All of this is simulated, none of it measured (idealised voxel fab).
process module | voxel transistor to metal
cross-section cut | 175 nm wide | cells 5 nm
A cross-section is a grid of square cells, given in bands from the top down. A band is one or more rows of cells.
Each band's line starts with the height of the band's top and of its bottom, in nm. Then come its materials from left to right, each with its width in nm. One material with "throughout" fills the band from edge to edge. "air" is empty space.
Height 0 is the level under which the wafer as received is all one material. The lowest band goes on downwards, as in "0 down".
A width such as "30 to 40" changes by the same amount from each row of cells to the next, from the band's top row to its bottom row.
"no change" after a step means that no cell of the cross-section changed.
closed voids: empty space of 8 cells or more with no open way to the top, each as width x height at its distance from the left edge, in nm
after a step's settings: what the simulator itself notes on the step
overlay nm, on a step with a mask: how far to the right of its planned place the mask lay; to the left if negative
plan
1 op RECEIVE | material Si
2 op CONFORMAL_DEP | material SiO2 | thk nm 5
3 op CONFORMAL_DEP | material SiN | thk nm 15
4 op PATTERN | tone cover | mask id ACTIVE | material resist | width nm 95 | thk nm 20 | overlay nm 0
5 op DIRECTIONAL_ETCH | etch materials SiN | depth nm 15
6 op DIRECTIONAL_ETCH | etch materials SiO2 | depth nm 5
7 op DIRECTIONAL_ETCH | etch materials Si | depth nm 25
8 op STRIP | etch materials resist
9 op FILL_DEP | material SiO2 | thk nm 15
10 op CMP | height nm 20
11 op SELECTIVE_ETCH | etch materials SiO2 | depth nm 5
12 op STRIP | etch materials SiN
13 op SELECTIVE_ETCH | etch materials SiO2 | depth nm 5
14 op OXIDIZE | depth nm 5
15 op DIRECTIONAL_DEP | material polySi | thk nm 20
16 op DIRECTIONAL_DEP | material SiCN | thk nm 10
17 op DIRECTIONAL_DEP | material aC | thk nm 15
18 op PATTERN | tone cover | mask id GATE | material resist | width nm 25 | thk nm 30 | overlay nm 0
19 op DIRECTIONAL_ETCH | etch materials aC | depth nm 15
20 op STRIP | etch materials resist
21 op DIRECTIONAL_ETCH | etch materials SiCN | depth nm 20
22 op DIRECTIONAL_ETCH | etch materials polySi | depth nm 30
23 op STRIP | etch materials aC
24 op CONFORMAL_DEP | material SiN | thk nm 5
25 op DIRECTIONAL_ETCH | etch materials SiN | depth nm 5
26 op DIRECTIONAL_ETCH | etch materials SiO2 | depth nm 5
27 op EPI | material SiGe | thk nm 5
28 op FILL_DEP | material SiO2 | thk nm 5
29 op CMP | height nm 20
30 op STRIP | etch materials polySi
31 op SELECTIVE_ETCH | etch materials SiO2 | depth nm 5
32 op CONFORMAL_DEP | material HfO2 | thk nm 5
33 op CONFORMAL_DEP | material TiN | thk nm 5
34 op FILL_DEP | material W | thk nm 5
35 op CMP | height nm 15
36 op DIRECTIONAL_DEP | material SiO2 | thk nm 10
37 op DIRECTIONAL_DEP | material aC | thk nm 15
38 op PATTERN | tone open | mask id CONTACT | material resist | width nm 20 | pitch nm 75 | thk nm 30 | overlay nm 0
39 op DIRECTIONAL_ETCH | etch materials aC | depth nm 15
40 op STRIP | etch materials resist
41 op DIRECTIONAL_ETCH | etch materials SiO2 | depth nm 25
42 op STRIP | etch materials aC
43 op CONFORMAL_DEP | material TiN | thk nm 5
44 op FILL_DEP | material W | thk nm 5
45 op CMP | height nm 25
46 op CONFORMAL_DEP | material SiCN | thk nm 5
47 op DIRECTIONAL_DEP | material lowk | thk nm 15
48 op PATTERN | tone open | mask id METAL_1 | material resist | width nm 20 | pitch nm 75 | thk nm 15 | overlay nm 0
49 op DIRECTIONAL_ETCH | etch materials lowk | depth nm 15
50 op DIRECTIONAL_ETCH | etch materials SiCN | depth nm 5
51 op STRIP | etch materials resist
52 op CONFORMAL_DEP | material TiN | thk nm 5
53 op FILL_DEP | material Ru | thk nm 10
54 op CMP | height nm 45
55 op CONFORMAL_DEP | material SiCN | thk nm 5
56 op DIRECTIONAL_DEP | material lowk | thk nm 25
57 op DIRECTIONAL_DEP | material aC | thk nm 10
58 op PATTERN | tone open | mask id METAL_2 | material resist | width nm 20 | pitch nm 75 | thk nm 25 | overlay nm 0
59 op DIRECTIONAL_ETCH | etch materials aC | depth nm 10
60 op STRIP | etch materials resist
61 op DIRECTIONAL_ETCH | etch materials lowk | depth nm 15
62 op STRIP | etch materials aC
63 op PATTERN | tone open | mask id METAL_2_HOLES | material resist | width nm 15 | pitch nm 75 | thk nm 20 | overlay nm 0
64 op DIRECTIONAL_ETCH | etch materials lowk | depth nm 10
65 op DIRECTIONAL_ETCH | etch materials SiCN | depth nm 5
66 op STRIP | etch materials resist
67 op CONFORMAL_DEP | material TiN | thk nm 5
68 op FILL_DEP | material Ru | thk nm 5
69 op CMP | height nm 75
70 op CONFORMAL_DEP | material SiCN | thk nm 5
varied across the wafers: width nm of step 4. The plan shows the first wafer's value. All wafers start alike
first wafer as received, after step 1
  0 down: Si throughout
  closed voids: none
each wafer at the end: cells of each material gained (+) or lost (-) since it was received, then its closed voids
width nm 95 | +13 HfO2 | +26 Ru | -99 Si | +91 SiCN | +12 SiGe | +10 SiN | +190 SiO2 | +79 TiN | +18 W | +220 lowk | closed voids: none
width nm 100 | +13 HfO2 | +26 Ru | -95 Si | +91 SiCN | +13 SiGe | +10 SiN | +185 SiO2 | +79 TiN | +18 W | +220 lowk | closed voids: none
width nm 105 | +13 HfO2 | +26 Ru | -91 Si | +91 SiCN | +14 SiGe | +10 SiN | +180 SiO2 | +79 TiN | +18 W | +220 lowk | closed voids: none
width nm 110 | +13 HfO2 | +26 Ru | -87 Si | +91 SiCN | +15 SiGe | +10 SiN | +175 SiO2 | +79 TiN | +18 W | +220 lowk | closed voids: none
width nm 115 | +13 HfO2 | +26 Ru | -83 Si | +91 SiCN | +16 SiGe | +10 SiN | +170 SiO2 | +79 TiN | +18 W | +220 lowk | closed voids: none
width nm 120 | +13 HfO2 | +26 Ru | -79 Si | +91 SiCN | +17 SiGe | +10 SiN | +165 SiO2 | +79 TiN | +18 W | +220 lowk | closed voids: none
